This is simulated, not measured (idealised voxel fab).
Process module name: voxel air gaps
Section shown: cut. Width: 225 nm. Cell size: 5 nm, square.
Bands, listed from the top down, are how a cross-section gets written in this document; the cross-section itself is a grid of square cells, and a band is one or more rows of them. First you get the band's top height and its bottom height, in nm, and then the materials it's made of, left to right, with each width in nm. If you see a single material with "edge to edge", that one covers the band edge to edge. "empty" is empty space. A quick word on heights: they are counted from 0, and under that level the wafer as it came to us is one material throughout. The lowest band is different from the rest in having no bottom; it simply continues downward, written as in "from 0 down". Width spec "30..40" -> top row of cells at first value, bottom row at second value, equal per-row change in between. The designation "stayed the same", where it is given for a processing step, indicates that no cell of the cross-section was altered in the course of that step. The label "Voids lacking openings" introduces a list of the empty spaces, 8 cells or larger, that have no open way up to the top; each entry in it reads width x height at distance, where the distance is taken from the left edge and all three are stated in nm. On each step's line, the part that comes after the settings is the simulator's own comment on the step. The line of a step may include "overlay nm". On a step with a mask, this value is how far to the right of its planned place the mask lay. A negative value means the mask lay to the left.
-- Intended process steps
1 RECEIVE | material Si
2 CONFORMAL_DEP | material SiO2 | thk nm 15
3 CONFORMAL_DEP | material SiN | thk nm 5
4 DIRECTIONAL_DEP | material lowk | thk nm 30
5 DIRECTIONAL_DEP | material aC | thk nm 10
6 PATTERN | tone open | mask id LINES | material resist | width nm 15 | pitch nm 40 | thk nm 25 | overlay nm 0
7 DIRECTIONAL_ETCH | etch materials aC | depth nm 10
8 STRIP | etch materials resist
9 DIRECTIONAL_ETCH | etch materials lowk | depth nm 30
10 STRIP | etch materials aC
11 CONFORMAL_DEP | material TiN | thk nm 5
12 FILL_DEP | material W | thk nm 10
13 CMP | height nm 50
14 EPI | material Ru | thk nm 10
15 SELECTIVE_ETCH | etch materials lowk | depth nm 40
16 CONFORMAL_DEP | material SiCN | thk nm 5
-- Wafer cross-section on receipt, i.e. after step 1
    from 0 down | Si edge to edge
    Voids lacking openings: none
-- Cross-sectional view of the first of the two wafers upon completion of the module, processed in accordance with the plan
    from 65 to 60 | empty: 30 / SiCN: 165 / empty: 30
    from 60 to 50 | empty: 30 / SiCN: 5 / Ru: 35 / SiCN: 5 / Ru: 35 / SiCN: 5 / Ru: 35 / SiCN: 5 / Ru: 35 / SiCN: 5 / empty: 30
    from 50 to 45 | empty: 30 / SiCN: 15 / TiN: 5 / W: 5 / TiN: 5 / SiCN: 25 / TiN: 5 / W: 5 / TiN: 5 / SiCN: 25 / TiN: 5 / W: 5 / TiN: 5 / SiCN: 25 / TiN: 5 / W: 5 / TiN: 5 / SiCN: 15 / empty: 30
    from 45 to 25 | empty: 40 / SiCN: 5 / TiN: 5 / W: 5 / TiN: 5 / SiCN: 5 / empty: 15 / SiCN: 5 / TiN: 5 / W: 5 / TiN: 5 / SiCN: 5 / empty: 15 / SiCN: 5 / TiN: 5 / W: 5 / TiN: 5 / SiCN: 5 / empty: 15 / SiCN: 5 / TiN: 5 / W: 5 / TiN: 5 / SiCN: 5 / empty: 40
    from 25 to 20 | SiCN: 45 / TiN: 15 / SiCN: 25 / TiN: 15 / SiCN: 25 / TiN: 15 / SiCN: 25 / TiN: 15 / SiCN: 45
    from 20 to 15 | SiN edge to edge
    from 15 to 0 | SiO2 edge to edge
    from 0 down | Si edge to edge
    Voids lacking openings: 15 x 20 at 65; 15 x 20 at 105; 15 x 20 at 145
-- Now the second wafer, cross-sectioned at the end of the module. Nothing different at the start, nothing different in the plan compared with the first, just one mistake when it was actually run
    from 60 to 55 | empty: 35 / SiCN: 35 / empty: 5 / SiCN: 35 / empty: 5 / SiCN: 35 / empty: 5 / SiCN: 35 / empty: 35
    from 55 to 50 | empty: 35 / SiCN: 5 / Ru: 25 / SiCN: 5 / empty: 5 / SiCN: 5 / Ru: 25 / SiCN: 5 / empty: 5 / SiCN: 5 / Ru: 25 / SiCN: 5 / empty: 5 / SiCN: 5 / Ru: 25 / SiCN: 5 / empty: 35
    from 50 to 45 | empty: 35 / SiCN: 10 / TiN: 5 / W: 5 / TiN: 5 / SiCN: 10 / empty: 5 / SiCN: 10 / TiN: 5 / W: 5 / TiN: 5 / SiCN: 10 / empty: 5 / SiCN: 10 / TiN: 5 / W: 5 / TiN: 5 / SiCN: 10 / empty: 5 / SiCN: 10 / TiN: 5 / W: 5 / TiN: 5 / SiCN: 10 / empty: 35
    from 45 to 25 | empty: 40 / SiCN: 5 / TiN: 5 / W: 5 / TiN: 5 / SiCN: 5 / empty: 15 / SiCN: 5 / TiN: 5 / W: 5 / TiN: 5 / SiCN: 5 / empty: 15 / SiCN: 5 / TiN: 5 / W: 5 / TiN: 5 / SiCN: 5 / empty: 15 / SiCN: 5 / TiN: 5 / W: 5 / TiN: 5 / SiCN: 5 / empty: 40
    from 25 to 20 | SiCN: 45 / TiN: 15 / SiCN: 25 / TiN: 15 / SiCN: 25 / TiN: 15 / SiCN: 25 / TiN: 15 / SiCN: 45
    from 20 to 15 | SiN edge to edge
    from 15 to 0 | SiO2 edge to edge
    from 0 down | Si edge to edge
    Voids lacking openings: none
The mistake made against the process plan was this: step 14 was not run as planned; what actually ran was EPI | material Ru | thk nm 5
Counted in cells at the end, the second wafer holds more or fewer of these materials than the first: Ru -36 | SiCN -12
Heads up: the first wafer ends with 3 closed voids, the second with 0.
